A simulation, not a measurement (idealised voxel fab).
Process module heading - voxel transistor to metal
Xsec cut, 185 nm wide, square cell size 5 nm.
Cross-sections here: square-cell grids, written as top-down lists of bands, a band being one or more rows of cells.
Top, bottom (nm), then materials left to right with widths (nm); lone material tagged "full width" fills the whole band edge to edge; "empty" = empty space.
Heights are expressed relative to 0, this being the level below which the as-received wafer comprises one material exclusively. The lowest band is unbounded in the downward direction and is denoted as in "0 and below".
Width "30..40": first value at the band's top row of cells, second value at its bottom row, equal change from row to row.
Given "identical to before" for a step, no cell of the cross-section differs between before and after that step.
"Cavities, closed" contains a list of empty spaces, each no smaller than 8 cells and without an open way to the top, written in the form width x height at distance with the distance from the left edge and all three in nm.
Past the settings on a step's line: simulator remark, on that step.
overlay nm: mask right of planned place by this much (step with mask). Neg. = left.

Plan:
1,RECEIVE | material Si
2,OXIDIZE | depth nm 5
3,CONFORMAL_DEP | material SiN | thk nm 10
4,MASKED_ETCH | tone cover | mask id ACTIVE | width nm 105 | etch materials SiN | depth nm 10 | overlay nm 0
5,MASKED_ETCH | tone cover | mask id ACTIVE | width nm 105 | etch materials SiO2 | depth nm 5 | overlay nm 0
6,MASKED_ETCH | tone cover | mask id ACTIVE | width nm 105 | etch materials Si | depth nm 35 | overlay nm 0
7,FILL_DEP | material SiO2 | thk nm 10
8,CMP | height nm 10
9,SELECTIVE_ETCH | etch materials SiO2 | depth nm 10
10,STRIP | etch materials SiN
11,SELECTIVE_ETCH | etch materials SiO2 | depth nm 5
12,OXIDIZE | depth nm 5
13,DIRECTIONAL_DEP | material polySi | thk nm 25
14,DIRECTIONAL_DEP | material SiCN | thk nm 10
15,MASKED_ETCH | tone cover | mask id GATE | width nm 15 | etch materials SiCN | depth nm 20 | overlay nm 0
16,MASKED_ETCH | tone cover | mask id GATE | width nm 15 | etch materials polySi | depth nm 35 | overlay nm 0
17,CONFORMAL_DEP | material SiO2 | thk nm 5
18,DIRECTIONAL_ETCH | etch materials SiO2 | depth nm 5
19,CONFORMAL_DEP | material SiN | thk nm 10
20,DIRECTIONAL_ETCH | etch materials SiN | depth nm 10
21,DIRECTIONAL_ETCH | etch materials SiO2 | depth nm 5
22,EPI | material SiGe | thk nm 5
23,FILL_DEP | material SiO2 | thk nm 10
24,CMP | height nm 30
25,DIRECTIONAL_DEP | material SiO2 | thk nm 10
26,DIRECTIONAL_DEP | material aC | thk nm 10
27,PATTERN | tone open | mask id CONTACT | material resist | width nm 35 | pitch nm 60 | thk nm 25 | overlay nm 0
28,DIRECTIONAL_ETCH | etch materials aC | depth nm 10
29,STRIP | etch materials resist
30,DIRECTIONAL_ETCH | etch materials SiO2 | depth nm 45
31,STRIP | etch materials aC
32,CONFORMAL_DEP | material TiN | thk nm 5
33,FILL_DEP | material Ru | thk nm 10
34,CMP | height nm 40
35,CONFORMAL_DEP | material SiN | thk nm 5
36,DIRECTIONAL_DEP | material SiO2 | thk nm 15
37,MASKED_ETCH | tone open | mask id METAL_1 | width nm 20 | pitch nm 75 | etch materials SiO2 | depth nm 15 | overlay nm 0
38,MASKED_ETCH | tone open | mask id METAL_1 | width nm 20 | pitch nm 75 | etch materials SiN | depth nm 5 | overlay nm 0
39,CONFORMAL_DEP | material TiN | thk nm 5
40,FILL_DEP | material Ru | thk nm 10
41,CMP | height nm 60
42,CONFORMAL_DEP | material SiCN | thk nm 5
43,DIRECTIONAL_DEP | material SiO2 | thk nm 30
44,MASKED_ETCH | tone open | mask id METAL_2 | width nm 20 | pitch nm 75 | etch materials SiO2 | depth nm 15 | overlay nm 0
45,PATTERN | tone open | mask id METAL_2_HOLES | material resist | width nm 15 | pitch nm 75 | thk nm 20 | overlay nm 0
46,DIRECTIONAL_ETCH | etch materials SiO2 | depth nm 15
47,DIRECTIONAL_ETCH | etch materials SiCN | depth nm 5
48,STRIP | etch materials resist
49,CONFORMAL_DEP | material TiN | thk nm 5
50,FILL_DEP | material Ru | thk nm 5
51,CMP | height nm 95
52,CONFORMAL_DEP | material SiN | thk nm 5

Below: the first of two wafers, run as planned:

Here's what the wafer looked like in cross-section when it arrived - that's after step 1:
	0 and below: Si full width
	Cavities, closed: none

The following cross-section depicts the wafer upon completion of step 2:
	0 down to -5: SiO2 full width
	Rest of section, below -5: as before.

The following cross-section depicts the wafer upon completion of step 3:
	10 down to 0: SiN full width
	Rest of section, below 0: as before.

The following cross-section depicts the wafer upon completion of step 4:
	10 down to 0: 40 empty  105 SiN  40 empty
	Rest of section, below 0: as before.

The following cross-section depicts the wafer upon completion of step 5:
	10 down to 0: 40 empty  105 SiN  40 empty
	0 down to -5: 40 empty  105 SiO2  40 empty
	Rest of section, below -5: as before.

The following cross-section depicts the wafer upon completion of step 6:
	10 down to 0: 40 empty  105 SiN  40 empty
	0 down to -5: 40 empty  105 SiO2  40 empty
	-5 down to -40: 40 empty  105 Si  40 empty
	Rest of section, below -40: as before.

The following cross-section depicts the wafer upon completion of step 7:
	20 down to 10: SiO2 full width
	10 down to 0: 40 SiO2  105 SiN  40 SiO2
	0 down to -5: SiO2 full width
	-5 down to -40: 40 SiO2  105 Si  40 SiO2
	Rest of section, below -40: as before.

The following cross-section depicts the wafer upon completion of step 8:
	10 down to 0: 40 SiO2  105 SiN  40 SiO2
	Rest of section, below 0: as before.

The following cross-section depicts the wafer upon completion of step 9:
	10 down to 0: 40 empty  105 SiN  40 empty
	Rest of section, below 0: as before.

The following cross-section depicts the wafer upon completion of step 10:
	0 down to -5: SiO2 full width
	Rest of section, below -5: as before.

The following cross-section depicts the wafer upon completion of step 11:
	-5 down to -40: 40 SiO2  105 Si  40 SiO2
	Rest of section, below -40: as before.

The following cross-section depicts the wafer upon completion of step 12:
	-5 down to -10: SiO2 full width
	Rest of section, below -10: as before.

The following cross-section depicts the wafer upon completion of step 13:
	20 down to -5: polySi full width
	Rest of section, below -5: as before.

The following cross-section depicts the wafer upon completion of step 14:
	30 down to 20: SiCN full width
	Rest of section, below 20: as before.

The following cross-section depicts the wafer upon completion of step 15:
	30 down to 20: 85 empty  15 SiCN  85 empty
	Rest of section, below 20: as before.

The following cross-section depicts the wafer upon completion of step 16:
	30 down to 20: 85 empty  15 SiCN  85 empty
	20 down to -5: 85 empty  15 polySi  85 empty
	Rest of section, below -5: as before.

The following cross-section depicts the wafer upon completion of step 17:
	35 down to 30: 80 empty  25 SiO2  80 empty
	30 down to 20: 80 empty  5 SiO2  15 SiCN  5 SiO2  80 empty
	20 down to 0: 80 empty  5 SiO2  15 polySi  5 SiO2  80 empty
	0 down to -5: 85 SiO2  15 polySi  85 SiO2
	Rest of section, below -5: as before.

The following cross-section depicts the wafer upon completion of step 18:
	30 down to 20: 80 empty  5 SiO2  15 SiCN  5 SiO2  80 empty
	20 down to -5: 80 empty  5 SiO2  15 polySi  5 SiO2  80 empty
	Rest of section, below -5: as before.

The following cross-section depicts the wafer upon completion of step 19:
	40 down to 30: 70 empty  45 SiN  70 empty
	30 down to 20: 70 empty  10 SiN  5 SiO2  15 SiCN  5 SiO2  10 SiN  70 empty
	20 down to 5: 70 empty  10 SiN  5 SiO2  15 polySi  5 SiO2  10 SiN  70 empty
	5 down to -5: 80 SiN  5 SiO2  15 polySi  5 SiO2  80 SiN
	Rest of section, below -5: as before.

The following cross-section depicts the wafer upon completion of step 20:
	30 down to 20: 70 empty  10 SiN  5 SiO2  15 SiCN  5 SiO2  10 SiN  70 empty
	20 down to -5: 70 empty  10 SiN  5 SiO2  15 polySi  5 SiO2  10 SiN  70 empty
	Rest of section, below -5: as before.

The following cross-section depicts the wafer upon completion of step 21:
	30 down to 25: 70 empty  10 SiN  5 empty  15 SiCN  5 empty  10 SiN  70 empty
	25 down to 20: 70 empty  10 SiN  5 SiO2  15 SiCN  5 SiO2  10 SiN  70 empty
	20 down to -5: 70 empty  10 SiN  5 SiO2  15 polySi  5 SiO2  10 SiN  70 empty
	-5 down to -10: 70 empty  45 SiO2  70 empty
	Rest of section, below -10: as before.

The following cross-section depicts the wafer upon completion of step 22:
	30 down to 25: 70 empty  10 SiN  5 empty  15 SiCN  5 empty  10 SiN  70 empty
	25 down to 20: 70 empty  10 SiN  5 SiO2  15 SiCN  5 SiO2  10 SiN  70 empty
	20 down to -5: 70 empty  10 SiN  5 SiO2  15 polySi  5 SiO2  10 SiN  70 empty
	-5 down to -10: 35 empty  35 SiGe  45 SiO2  35 SiGe  35 empty
	Rest of section, below -10: as before.

The following cross-section depicts the wafer upon completion of step 23:
	40 down to 30: SiO2 full width
	30 down to 20: 70 SiO2  10 SiN  5 SiO2  15 SiCN  5 SiO2  10 SiN  70 SiO2
	20 down to -5: 70 SiO2  10 SiN  5 SiO2  15 polySi  5 SiO2  10 SiN  70 SiO2
	-5 down to -10: 35 SiO2  35 SiGe  45 SiO2  35 SiGe  35 SiO2
	Rest of section, below -10: as before.

The following cross-section depicts the wafer upon completion of step 24:
	30 down to 20: 70 SiO2  10 SiN  5 SiO2  15 SiCN  5 SiO2  10 SiN  70 SiO2
	Rest of section, below 20: as before.

The following cross-section depicts the wafer upon completion of step 25:
	40 down to 30: SiO2 full width
	Rest of section, below 30: as before.

The following cross-section depicts the wafer upon completion of step 26:
	50 down to 40: aC full width
	Rest of section, below 40: as before.

The following cross-section depicts the wafer upon completion of step 27:
	75 down to 50: 45 resist  35 empty  25 resist  35 empty  45 resist
	Rest of section, below 50: as before.

The following cross-section depicts the wafer upon completion of step 28:
	65 down to 50: 45 resist  35 empty  25 resist  35 empty  45 resist
	50 down to 40: 45 aC  35 empty  25 aC  35 empty  45 aC
	Rest of section, below 40: as before.

The following cross-section depicts the wafer upon completion of step 29:
	50 down to 40: 45 aC  35 empty  25 aC  35 empty  45 aC
	Rest of section, below 40: as before.

The following cross-section depicts the wafer upon completion of step 30:
	50 down to 40: 45 aC  35 empty  25 aC  35 empty  45 aC
	40 down to 30: 45 SiO2  35 empty  25 SiO2  35 empty  45 SiO2
	30 down to 20: 45 SiO2  25 empty  10 SiN  5 SiO2  15 SiCN  5 SiO2  10 SiN  25 empty  45 SiO2
	20 down to -5: 45 SiO2  25 empty  10 SiN  5 SiO2  15 polySi  5 SiO2  10 SiN  25 empty  45 SiO2
	Rest of section, below -5: as before.

The following cross-section depicts the wafer upon completion of step 31:
	40 down to 30: 45 SiO2  35 empty  25 SiO2  35 empty  45 SiO2
	Rest of section, below 30: as before.

The following cross-section depicts the wafer upon completion of step 32:
	45 down to 40: 50 TiN  25 empty  35 TiN  25 empty  50 TiN
	40 down to 30: 45 SiO2  5 TiN  25..15 empty  5..15 TiN  25 SiO2  5..15 TiN  25..15 empty  5 TiN  45 SiO2
	30 down to 20: 45 SiO2  5 TiN  15 empty  5 TiN  10 SiN  5 SiO2  15 SiCN  5 SiO2  10 SiN  5 TiN  15 empty  5 TiN  45 SiO2
	20 down to 0: 45 SiO2  5 TiN  15 empty  5 TiN  10 SiN  5 SiO2  15 polySi  5 SiO2  10 SiN  5 TiN  15 empty  5 TiN  45 SiO2
	0 down to -5: 45 SiO2  25 TiN  10 SiN  5 SiO2  15 polySi  5 SiO2  10 SiN  25 TiN  45 SiO2
	Rest of section, below -5: as before.

The following cross-section depicts the wafer upon completion of step 33:
	55 down to 45: Ru full width
	45 down to 40: 50 TiN  25 Ru  35 TiN  25 Ru  50 TiN
	40 down to 30: 45 SiO2  5 TiN  25..15 Ru  5..15 TiN  25 SiO2  5..15 TiN  25..15 Ru  5 TiN  45 SiO2
	30 down to 20: 45 SiO2  5 TiN  15 Ru  5 TiN  10 SiN  5 SiO2  15 SiCN  5 SiO2  10 SiN  5 TiN  15 Ru  5 TiN  45 SiO2
	20 down to 0: 45 SiO2  5 TiN  15 Ru  5 TiN  10 SiN  5 SiO2  15 polySi  5 SiO2  10 SiN  5 TiN  15 Ru  5 TiN  45 SiO2
	Rest of section, below 0: as before.

The following cross-section depicts the wafer upon completion of step 34:
	40 down to 30: 45 SiO2  5 TiN  25..15 Ru  5..15 TiN  25 SiO2  5..15 TiN  25..15 Ru  5 TiN  45 SiO2
	Rest of section, below 30: as before.

The following cross-section depicts the wafer upon completion of step 35:
	45 down to 40: SiN full width
	Rest of section, below 40: as before.

The following cross-section depicts the wafer upon completion of step 36:
	60 down to 45: SiO2 full width
	Rest of section, below 45: as before.

The following cross-section depicts the wafer upon completion of step 37:
	60 down to 45: 45 SiO2  20 empty  55 SiO2  20 empty  45 SiO2
	Rest of section, below 45: as before.

The following cross-section depicts the wafer upon completion of step 38:
	60 down to 45: 45 SiO2  20 empty  55 SiO2  20 empty  45 SiO2
	45 down to 40: 45 SiN  20 empty  55 SiN  20 empty  45 SiN
	Rest of section, below 40: as before.

The following cross-section depicts the wafer upon completion of step 39:
	65 down to 60: 50 TiN  10 empty  65 TiN  10 empty  50 TiN
	60 down to 45: 45 SiO2  5 TiN  10 empty  5 TiN  55 SiO2  5 TiN  10 empty  5 TiN  45 SiO2
	45 down to 40: 45 SiN  20 TiN  55 SiN  20 TiN  45 SiN
	Rest of section, below 40: as before.

The following cross-section depicts the wafer upon completion of step 40:
	75 down to 65: Ru full width
	65 down to 60: 50 TiN  10 Ru  65 TiN  10 Ru  50 TiN
	60 down to 45: 45 SiO2  5 TiN  10 Ru  5 TiN  55 SiO2  5 TiN  10 Ru  5 TiN  45 SiO2
	Rest of section, below 45: as before.

The following cross-section depicts the wafer upon completion of step 41:
	60 down to 45: 45 SiO2  5 TiN  10 Ru  5 TiN  55 SiO2  5 TiN  10 Ru  5 TiN  45 SiO2
	Rest of section, below 45: as before.

The following cross-section depicts the wafer upon completion of step 42:
	65 down to 60: SiCN full width
	Rest of section, below 60: as before.

The following cross-section depicts the wafer upon completion of step 43:
	95 down to 65: SiO2 full width
	Rest of section, below 65: as before.

The following cross-section depicts the wafer upon completion of step 44:
	95 down to 80: 45 SiO2  20 empty  55 SiO2  20 empty  45 SiO2
	Rest of section, below 80: as before.

The following cross-section depicts the wafer upon completion of step 45:
	115 down to 95: 45 resist  15 empty  60 resist  15 empty  50 resist
	95 down to 80: 45 SiO2  15 empty  5 resist  55 SiO2  15 empty  5 resist  45 SiO2
	Rest of section, below 80: as before.

The following cross-section depicts the wafer upon completion of step 46:
	115 down to 95: 45 resist  15 empty  60 resist  15 empty  50 resist
	95 down to 80: 45 SiO2  15 empty  5 resist  55 SiO2  15 empty  5 resist  45 SiO2
	80 down to 65: 45 SiO2  15 empty  60 SiO2  15 empty  50 SiO2
	Rest of section, below 65: as before.

The following cross-section depicts the wafer upon completion of step 47:
	115 down to 95: 45 resist  15 empty  60 resist  15 empty  50 resist
	95 down to 80: 45 SiO2  15 empty  5 resist  55 SiO2  15 empty  5 resist  45 SiO2
	80 down to 65: 45 SiO2  15 empty  60 SiO2  15 empty  50 SiO2
	65 down to 60: 45 SiCN  15 empty  60 SiCN  15 empty  50 SiCN
	Rest of section, below 60: as before.

The following cross-section depicts the wafer upon completion of step 48:
	95 down to 80: 45 SiO2  20 empty  55 SiO2  20 empty  45 SiO2
	Rest of section, below 80: as before.

The following cross-section depicts the wafer upon completion of step 49:
	100 down to 95: 50 TiN  10 empty  65 TiN  10 empty  50 TiN
	95 down to 85: 45 SiO2  5 TiN  10 empty  5 TiN  55 SiO2  5 TiN  10 empty  5 TiN  45 SiO2
	85 down to 80: 45 SiO2  5 TiN  5 empty  10 TiN  55 SiO2  5 TiN  5 empty  10 TiN  45 SiO2
	80 down to 65: 45 SiO2  5 TiN  5 empty  5 TiN  60 SiO2  5 TiN  5 empty  5 TiN  50 SiO2
	65 down to 60: 45 SiCN  15 TiN  60 SiCN  15 TiN  50 SiCN
	Rest of section, below 60: as before.

The following cross-section depicts the wafer upon completion of step 50:
	105 down to 100: Ru full width
	100 down to 95: 50 TiN  10 Ru  65 TiN  10 Ru  50 TiN
	95 down to 85: 45 SiO2  5 TiN  10 Ru  5 TiN  55 SiO2  5 TiN  10 Ru  5 TiN  45 SiO2
	85 down to 80: 45 SiO2  5 TiN  5 Ru  10 TiN  55 SiO2  5 TiN  5 Ru  10 TiN  45 SiO2
	80 down to 65: 45 SiO2  5 TiN  5 Ru  5 TiN  60 SiO2  5 TiN  5 Ru  5 TiN  50 SiO2
	Rest of section, below 65: as before.

The following cross-section depicts the wafer upon completion of step 51:
	95 down to 85: 45 SiO2  5 TiN  10 Ru  5 TiN  55 SiO2  5 TiN  10 Ru  5 TiN  45 SiO2
	Rest of section, below 85: as before.

The following cross-section depicts the wafer upon completion of step 52:
	100 down to 95: SiN full width
	Rest of section, below 95: as before.

What follows concerns the second wafer, which started out like the first and was meant to follow the very same plan; one mistake crept in when it was run, but everything up to and including step 43 is the same as for the first wafer:

Second wafer shown in cross-section at the time step 44 was slated to end:
	95 down to 65: 45 SiO2  20 empty  55 SiO2  20 empty  45 SiO2
	Rest of section, below 65: as before.

Second wafer shown in cross-section at the time step 45 was slated to end:
	115 down to 95: 45 resist  15 empty  60 resist  15 empty  50 resist
	95 down to 65: 45 SiO2  15 empty  5 resist  55 SiO2  15 empty  5 resist  45 SiO2
	Rest of section, below 65: as before.

Second wafer shown in cross-section at the time step 46 was slated to end: identical to before

Second wafer shown in cross-section at the time step 47 was slated to end:
	115 down to 95: 45 resist  15 empty  60 resist  15 empty  50 resist
	95 down to 65: 45 SiO2  15 empty  5 resist  55 SiO2  15 empty  5 resist  45 SiO2
	65 down to 60: 45 SiCN  15 empty  60 SiCN  15 empty  50 SiCN
	Rest of section, below 60: as before.

Second wafer shown in cross-section at the time step 48 was slated to end:
	95 down to 65: 45 SiO2  20 empty  55 SiO2  20 empty  45 SiO2
	Rest of section, below 65: as before.

Second wafer shown in cross-section at the time step 49 was slated to end:
	100 down to 95: 50 TiN  10 empty  65 TiN  10 empty  50 TiN
	95 down to 70: 45 SiO2  5 TiN  10 empty  5 TiN  55 SiO2  5 TiN  10 empty  5 TiN  45 SiO2
	70 down to 65: 45 SiO2  5 TiN  5 empty  10 TiN  55 SiO2  5 TiN  5 empty  10 TiN  45 SiO2
	65 down to 60: 45 SiCN  15 TiN  60 SiCN  15 TiN  50 SiCN
	Rest of section, below 60: as before.

Second wafer shown in cross-section at the time step 50 was slated to end:
	105 down to 100: Ru full width
	100 down to 95: 50 TiN  10 Ru  65 TiN  10 Ru  50 TiN
	95 down to 70: 45 SiO2  5 TiN  10 Ru  5 TiN  55 SiO2  5 TiN  10 Ru  5 TiN  45 SiO2
	70 down to 65: 45 SiO2  5 TiN  5 Ru  10 TiN  55 SiO2  5 TiN  5 Ru  10 TiN  45 SiO2
	Rest of section, below 65: as before.

Second wafer shown in cross-section at the time step 51 was slated to end:
	95 down to 70: 45 SiO2  5 TiN  10 Ru  5 TiN  55 SiO2  5 TiN  10 Ru  5 TiN  45 SiO2
	Rest of section, below 70: as before.

Second wafer shown in cross-section at the time step 52 was slated to end:
	100 down to 95: SiN full width
	Rest of section, below 95: as before.
What went wrong in running the wafer? step 44 in the plan was executed twice
End check, counted in cells, second wafer has more or fewer of these materials than the first: Ru: 6 more | SiO2: 6 fewer
